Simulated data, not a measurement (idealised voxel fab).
Process module name: voxel double patterning
In the cross-section labelled cut, the width is 165 nm and each square cell is 5 nm.
A cross-section is a grid of square cells, given in bands from the top down. A band is one or more rows of cells.
Top, bottom (nm), then materials left to right with widths (nm); lone material tagged "full width" fills the whole band edge to edge; "blank" = empty space.
Zero point of the height axis is 0; under it, received wafer = one material. Lowest band: continues down indefinitely, "top 0, no bottom".
Top row gets the first number, bottom row gets the second, and each row in between changes by the same step: that is how a band width like "30->40" works.
No cell of the cross-section changed in a step that is given as "stayed the same".
What "Closed void list" gives you is every empty space of 8 cells or more that is cut off from the top. Each appears as width x height at distance, with the distance taken from the left edge and width, height and distance all in nm.
What comes after the settings on a step's line is commentary from the simulator itself on that step.
You can add "overlay nm" to a step's line. For a step with a mask, it describes how far the mask lay to the right of its planned position, and a negative number describes a lay to the left.

The planned process steps are enumerated hereunder
step 1: op RECEIVE | material Si
step 2: op CONFORMAL_DEP | material SiN | thk nm 5
step 3: op DIRECTIONAL_DEP | material SiO2 | thk nm 15
step 4: op DIRECTIONAL_DEP | material SiCN | thk nm 5
step 5: op DIRECTIONAL_DEP | material aC | thk nm 15
step 6: op PATTERN | tone open | mask id FIRST | material resist | width nm 15 | pitch nm 50 | thk nm 35 | overlay nm 0
step 7: op DIRECTIONAL_ETCH | etch materials aC | depth nm 15
step 8: op STRIP | etch materials resist
step 9: op DIRECTIONAL_ETCH | etch materials SiCN | depth nm 5
step 10: op STRIP | etch materials aC
step 11: op DIRECTIONAL_DEP | material aC | thk nm 15
step 12: op PATTERN | tone open | mask id SECOND | material resist | width nm 15 | thk nm 35 | overlay nm 0
step 13: op DIRECTIONAL_ETCH | etch materials aC | depth nm 15
step 14: op STRIP | etch materials resist
step 15: op DIRECTIONAL_ETCH | etch materials SiCN | depth nm 5
step 16: op STRIP | etch materials aC
step 17: op DIRECTIONAL_ETCH | etch materials SiO2 | depth nm 15
step 18: op STRIP | etch materials SiCN

Received-state cross-section, reflecting completion of step 1
	top 0, no bottom: Si full width
	Closed void list: none

Wafer at module end, in section. Began as above, planned as above, run with one mistake
	top 20, bottom 5: 50 of SiO2 / 20 of blank / 5 of SiO2 / 15 of blank / 10 of SiO2 / 20 of blank / 45 of SiO2
	top 5, bottom 0: SiN full width
	top 0, no bottom: Si full width
	Closed void list: none
what went wrong: step 6 off recipe, ran as op PATTERN | tone open | mask id FIRST | material resist | width nm 20 | pitch nm 50 | thk nm 35 | overlay nm 0
